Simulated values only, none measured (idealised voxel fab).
The process module that follows is named voxel wiring stack.
Section cut is 250 nm wide and gridded with 5 nm square cells.
We lay out every cross-section as a grid of square cells and spell it out in bands from the top down, where one band means one or more rows of cells.
Band: top and bottom heights (nm) first, top before bottom; then materials from left to right, widths in nm. "throughout" marks a sole material filling the band edge to edge. "empty" denotes empty space.
Ref level 0: as-received wafer is one material below here. Bottom band extends down with no lower bound ("top 0, no bottom").
With a width like "30->40", each row of cells in the band differs from the next by the same amount, the top row carrying the first number and the bottom row the second.
Where the words "all unchanged" appear for a step, the cross-section shows no cell changed by that step; every cell remained as before.
Heads up: "Listed closed voids" only lists the empty pockets with no open path to the top that are 8 cells or more, and it writes them as width x height at distance, distance from the left edge, in nm.
What comes after the settings on a step's line is commentary from the simulator itself on that step.
"overlay nm" denotes, for a step that has a mask, the displacement of the mask to the right of its planned place, with negative values corresponding to the left.

# Planned process steps
- 1: RECEIVE,material Si
- 2: CONFORMAL_DEP,material SiO2,thk nm 10
- 3: CONFORMAL_DEP,material SiN,thk nm 5
- 4: DIRECTIONAL_DEP,material lowk,thk nm 15
- 5: PATTERN,tone open,mask id METAL_1,material resist,width nm 20,pitch nm 35,thk nm 20,overlay nm 0
- 6: DIRECTIONAL_ETCH,etch materials lowk,depth nm 15
- 7: DIRECTIONAL_ETCH,etch materials SiN,depth nm 5
- 8: STRIP,etch materials resist
- 9: CONFORMAL_DEP,material TiN,thk nm 5
- 10: FILL_DEP,material Ru,thk nm 10
- 11: CMP,height nm 30
- 12: EPI,material Ru,thk nm 5
- 13: FILL_DEP,material SiCN,thk nm 5
- 14: DIRECTIONAL_DEP,material lowk,thk nm 10
- 15: DIRECTIONAL_DEP,material aC,thk nm 15
- 16: PATTERN,tone open,mask id PLUG_1,material resist,width nm 15,pitch nm 70,thk nm 30,overlay nm 0
- 17: DIRECTIONAL_ETCH,etch materials aC,depth nm 15
- 18: STRIP,etch materials resist
- 19: DIRECTIONAL_ETCH,etch materials lowk,depth nm 10
- 20: DIRECTIONAL_ETCH,etch materials SiCN,depth nm 5
- 21: STRIP,etch materials aC
- 22: EPI,material Ru,thk nm 10
- 23: EPI,material Ru,thk nm 5
- 24: DIRECTIONAL_DEP,material TiN,thk nm 5
- 25: DIRECTIONAL_DEP,material W,thk nm 15
- 26: MASKED_ETCH,tone cover,mask id METAL_2,width nm 20,pitch nm 35,etch materials W,depth nm 15,overlay nm 0
- 27: MASKED_ETCH,tone cover,mask id METAL_2,width nm 20,pitch nm 35,etch materials TiN,depth nm 5,overlay nm 0
- 28: CONFORMAL_DEP,material SiCN,thk nm 5
- 29: FILL_DEP,material lowk,thk nm 10
- 30: CMP,height nm 70
- 31: CONFORMAL_DEP,material SiCN,thk nm 5
- 32: DIRECTIONAL_DEP,material lowk,thk nm 15
- 33: PATTERN,tone open,mask id PLUG_2,material resist,width nm 15,pitch nm 35,thk nm 20,overlay nm 0
- 34: DIRECTIONAL_ETCH,etch materials lowk,depth nm 15
- 35: DIRECTIONAL_ETCH,etch materials SiCN,depth nm 5
- 36: STRIP,etch materials resist
- 37: CONFORMAL_DEP,material TiN,thk nm 5
- 38: FILL_DEP,material Ru,thk nm 10
- 39: CMP,height nm 90
- 40: DIRECTIONAL_DEP,material TiN,thk nm 5
- 41: DIRECTIONAL_DEP,material W,thk nm 25
- 42: PATTERN,tone cover,mask id METAL_3,material resist,width nm 20,pitch nm 35,thk nm 20,overlay nm 0
- 43: DIRECTIONAL_ETCH,etch materials W,depth nm 25
- 44: DIRECTIONAL_ETCH,etch materials TiN,depth nm 5
- 45: STRIP,etch materials resist
- 46: FILL_DEP,material SiO2,thk nm 10
- 47: CMP,height nm 120
- 48: CONFORMAL_DEP,material SiCN,thk nm 5

# Wafer cross-section on receipt, i.e. after step 1
> top 0, no bottom | Si throughout
> Listed closed voids: none

# Cross-section taken at module completion on the first of two wafers; processed per the plan
> top 125, bottom 120 | SiCN throughout
> top 120, bottom 95 | SiO2: 60, W: 20, SiO2: 15, W: 20, SiO2: 15, W: 20, SiO2: 15, W: 20, SiO2: 65
> top 95, bottom 90 | SiO2: 60, TiN: 20, SiO2: 15, TiN: 20, SiO2: 15, TiN: 20, SiO2: 15, TiN: 20, SiO2: 65
> top 90, bottom 75 | lowk: 60, TiN: 5, Ru: 5, TiN: 5, lowk: 20, TiN: 5, Ru: 5, TiN: 5, lowk: 20, TiN: 5, Ru: 5, TiN: 5, lowk: 20, TiN: 5, Ru: 5, TiN: 5, lowk: 70
> top 75, bottom 70 | SiCN: 60, TiN: 15, SiCN: 20, TiN: 15, SiCN: 20, TiN: 15, SiCN: 20, TiN: 15, SiCN: 70
> top 70, bottom 55 | lowk: 55, SiCN: 5, W: 20, SiCN: 5, lowk: 5, SiCN: 5, W: 20, SiCN: 5, lowk: 5, SiCN: 5, W: 20, SiCN: 5, lowk: 5, SiCN: 5, W: 20, SiCN: 5, lowk: 60
> top 55, bottom 50 | SiCN: 60, TiN: 20, SiCN: 15, TiN: 20, SiCN: 15, TiN: 20, SiCN: 15, TiN: 20, SiCN: 65
> top 50, bottom 40 | lowk: 60, Ru: 15, lowk: 55, Ru: 15, lowk: 105
> top 40, bottom 35 | SiCN: 60, Ru: 15, SiCN: 55, Ru: 15, SiCN: 105
> top 35, bottom 30 | SiCN: 55, Ru: 30, SiCN: 5, Ru: 30, SiCN: 5, Ru: 30, SiCN: 5, Ru: 30, SiCN: 60
> top 30, bottom 15 | lowk: 60, TiN: 5, Ru: 10, TiN: 5, lowk: 15, TiN: 5, Ru: 10, TiN: 5, lowk: 15, TiN: 5, Ru: 10, TiN: 5, lowk: 15, TiN: 5, Ru: 10, TiN: 5, lowk: 65
> top 15, bottom 10 | SiN: 60, TiN: 20, SiN: 15, TiN: 20, SiN: 15, TiN: 20, SiN: 15, TiN: 20, SiN: 65
> top 10, bottom 0 | SiO2 throughout
> top 0, no bottom | Si throughout
> Listed closed voids: none

# Module end: cross-section of wafer two of two. Same start and process plan as the first wafer. One mistake during execution
> top 125, bottom 120 | SiCN throughout
> top 120, bottom 95 | SiO2: 60, W: 20, SiO2: 15, W: 20, SiO2: 15, W: 20, SiO2: 15, W: 20, SiO2: 65
> top 95, bottom 90 | SiO2: 60, TiN: 20, SiO2: 15, TiN: 20, SiO2: 15, TiN: 20, SiO2: 15, TiN: 20, SiO2: 65
> top 90, bottom 75 | lowk: 60, TiN: 5, Ru: 5, TiN: 5, lowk: 20, TiN: 5, Ru: 5, TiN: 5, lowk: 20, TiN: 5, Ru: 5, TiN: 5, lowk: 20, TiN: 5, Ru: 5, TiN: 5, lowk: 70
> top 75, bottom 70 | SiCN: 60, TiN: 15, SiCN: 20, TiN: 15, SiCN: 20, TiN: 15, SiCN: 20, TiN: 15, SiCN: 70
> top 70, bottom 65 | lowk: 55, SiCN: 20, W: 5, SiCN: 5, lowk: 5, SiCN: 5, W: 20, SiCN: 5, lowk: 5, SiCN: 20, W: 5, SiCN: 5, lowk: 5, SiCN: 5, W: 20, SiCN: 5, lowk: 60
> top 65, bottom 55 | lowk: 55, SiCN: 5, W: 20, SiCN: 5, lowk: 5, SiCN: 5, W: 20, SiCN: 5, lowk: 5, SiCN: 5, W: 20, SiCN: 5, lowk: 5, SiCN: 5, W: 20, SiCN: 5, lowk: 60
> top 55, bottom 50 | SiCN: 60, W: 15, TiN: 5, SiCN: 15, TiN: 20, SiCN: 15, W: 15, TiN: 5, SiCN: 15, TiN: 20, SiCN: 65
> top 50, bottom 45 | SiCN: 60, TiN: 15, SiCN: 55, TiN: 15, SiCN: 105
> top 45, bottom 40 | SiCN: 55, lowk: 30, SiCN: 5, lowk: 30, SiCN: 5, lowk: 30, SiCN: 5, lowk: 30, SiCN: 60
> top 40, bottom 35 | lowk throughout
> top 35, bottom 30 | lowk: 55, Ru: 30, lowk: 5, Ru: 30, lowk: 5, Ru: 30, lowk: 5, Ru: 30, lowk: 60
> top 30, bottom 15 | lowk: 60, TiN: 5, Ru: 10, TiN: 5, lowk: 15, TiN: 5, Ru: 10, TiN: 5, lowk: 15, TiN: 5, Ru: 10, TiN: 5, lowk: 15, TiN: 5, Ru: 10, TiN: 5, lowk: 65
> top 15, bottom 10 | SiN: 60, TiN: 20, SiN: 15, TiN: 20, SiN: 15, TiN: 20, SiN: 15, TiN: 20, SiN: 65
> top 10, bottom 0 | SiO2 throughout
> top 0, no bottom | Si throughout
> Listed closed voids: none
what went wrong: steps 13 and 14 of the plan were run in the wrong order, each in the other's place
at the end the second wafer has, in cells: Ru -18; SiCN +6; lowk +12
